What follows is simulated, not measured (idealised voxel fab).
process module | voxel trench capacitor
cross-section cut | 180 nm wide | cells 5 nm
A cross-section is a grid of square cells, given in bands from the top down. A band is one or more rows of cells.
Each band's line starts with the height of the band's top and of its bottom, in nm. Then come its materials from left to right, each with its width in nm. One material with "throughout" fills the band from edge to edge. "air" is empty space.
Height 0 is the level under which the wafer as received is all one material. The lowest band goes on downwards, as in "0 down".
A width such as "30 to 40" changes by the same amount from each row of cells to the next, from the band's top row to its bottom row.
"no change" after a step means that no cell of the cross-section changed.
closed voids: empty space of 8 cells or more with no open way to the top, each as width x height at its distance from the left edge, in nm
after a step's settings: what the simulator itself notes on the step
overlay nm, on a step with a mask: how far to the right of its planned place the mask lay; to the left if negative
plan
1 op RECEIVE | material Si
2 op CONFORMAL_DEP | material SiN | thk nm 10
3 op DIRECTIONAL_DEP | material aC | thk nm 10
4 op PATTERN | tone open | mask id TRENCH | material resist | width nm 25 | pitch nm 55 | thk nm 25 | overlay nm 0
5 op DIRECTIONAL_ETCH | etch materials aC | depth nm 10
6 op STRIP | etch materials resist
7 op DIRECTIONAL_ETCH | etch materials SiN | depth nm 10
8 op DIRECTIONAL_ETCH | etch materials Si | depth nm 40
9 op STRIP | etch materials aC
10 op CONFORMAL_DEP | material SiO2 | thk nm 5
11 op FILL_DEP | material polySi | thk nm 10
12 op CMP | height nm 10
first wafer, as planned
as received, after step 1
  0 down: Si throughout
  closed voids: none
after step 2
  10 to 0: SiN throughout
  below 0: unchanged
after step 3
  20 to 10: aC throughout
  below 10: unchanged
after step 4
  45 to 20: resist 50 | air 25 | resist 30 | air 25 | resist 50
  below 20: unchanged
after step 5
  35 to 20: resist 50 | air 25 | resist 30 | air 25 | resist 50
  20 to 10: aC 50 | air 25 | aC 30 | air 25 | aC 50
  below 10: unchanged
after step 6
  20 to 10: aC 50 | air 25 | aC 30 | air 25 | aC 50
  below 10: unchanged
after step 7
  20 to 10: aC 50 | air 25 | aC 30 | air 25 | aC 50
  10 to 0: SiN 50 | air 25 | SiN 30 | air 25 | SiN 50
  below 0: unchanged
after step 8
  20 to 10: aC 50 | air 25 | aC 30 | air 25 | aC 50
  10 to 0: SiN 50 | air 25 | SiN 30 | air 25 | SiN 50
  0 to -40: Si 50 | air 25 | Si 30 | air 25 | Si 50
  below -40: unchanged
after step 9
  10 to 0: SiN 50 | air 25 | SiN 30 | air 25 | SiN 50
  below 0: unchanged
after step 10
  15 to 10: SiO2 55 | air 15 | SiO2 40 | air 15 | SiO2 55
  10 to 0: SiN 50 | SiO2 5 | air 15 | SiO2 5 | SiN 30 | SiO2 5 | air 15 | SiO2 5 | SiN 50
  0 to -35: Si 50 | SiO2 5 | air 15 | SiO2 5 | Si 30 | SiO2 5 | air 15 | SiO2 5 | Si 50
  -35 to -40: Si 50 | SiO2 25 | Si 30 | SiO2 25 | Si 50
  below -40: unchanged
after step 11
  25 to 15: polySi throughout
  15 to 10: SiO2 55 | polySi 15 | SiO2 40 | polySi 15 | SiO2 55
  10 to 0: SiN 50 | SiO2 5 | polySi 15 | SiO2 5 | SiN 30 | SiO2 5 | polySi 15 | SiO2 5 | SiN 50
  0 to -35: Si 50 | SiO2 5 | polySi 15 | SiO2 5 | Si 30 | SiO2 5 | polySi 15 | SiO2 5 | Si 50
  below -35: unchanged
after step 12
  10 to 0: SiN 50 | SiO2 5 | polySi 15 | SiO2 5 | SiN 30 | SiO2 5 | polySi 15 | SiO2 5 | SiN 50
  below 0: unchanged
second wafer: like start, like plan, one mistake. Through step 1 it matches the first wafer
when step 2 should have ended
  5 to 0: SiN throughout
  below 0: unchanged
when step 3 should have ended
  15 to 5: aC throughout
  below 5: unchanged
when step 4 should have ended
  40 to 15: resist 50 | air 25 | resist 30 | air 25 | resist 50
  below 15: unchanged
when step 5 should have ended
  30 to 15: resist 50 | air 25 | resist 30 | air 25 | resist 50
  15 to 5: aC 50 | air 25 | aC 30 | air 25 | aC 50
  below 5: unchanged
when step 6 should have ended
  15 to 5: aC 50 | air 25 | aC 30 | air 25 | aC 50
  below 5: unchanged
when step 7 should have ended
  15 to 5: aC 50 | air 25 | aC 30 | air 25 | aC 50
  5 to 0: SiN 50 | air 25 | SiN 30 | air 25 | SiN 50
  below 0: unchanged
when step 8 should have ended
  15 to 5: aC 50 | air 25 | aC 30 | air 25 | aC 50
  5 to 0: SiN 50 | air 25 | SiN 30 | air 25 | SiN 50
  0 to -40: Si 50 | air 25 | Si 30 | air 25 | Si 50
  below -40: unchanged
when step 9 should have ended
  5 to 0: SiN 50 | air 25 | SiN 30 | air 25 | SiN 50
  below 0: unchanged
when step 10 should have ended
  10 to 5: SiO2 55 | air 15 | SiO2 40 | air 15 | SiO2 55
  5 to 0: SiN 50 | SiO2 5 | air 15 | SiO2 5 | SiN 30 | SiO2 5 | air 15 | SiO2 5 | SiN 50
  0 to -35: Si 50 | SiO2 5 | air 15 | SiO2 5 | Si 30 | SiO2 5 | air 15 | SiO2 5 | Si 50
  -35 to -40: Si 50 | SiO2 25 | Si 30 | SiO2 25 | Si 50
  below -40: unchanged
when step 11 should have ended
  20 to 10: polySi throughout
  10 to 5: SiO2 55 | polySi 15 | SiO2 40 | polySi 15 | SiO2 55
  5 to 0: SiN 50 | SiO2 5 | polySi 15 | SiO2 5 | SiN 30 | SiO2 5 | polySi 15 | SiO2 5 | SiN 50
  0 to -35: Si 50 | SiO2 5 | polySi 15 | SiO2 5 | Si 30 | SiO2 5 | polySi 15 | SiO2 5 | Si 50
  below -35: unchanged
when step 12 should have ended
  10 to 5: SiO2 55 | polySi 15 | SiO2 40 | polySi 15 | SiO2 55
  below 5: unchanged
what went wrong: step 2 ran as: op CONFORMAL_DEP | material SiN | thk nm 5
at the end the second wafer has, in cells: 26 fewer of SiN | 26 more of SiO2
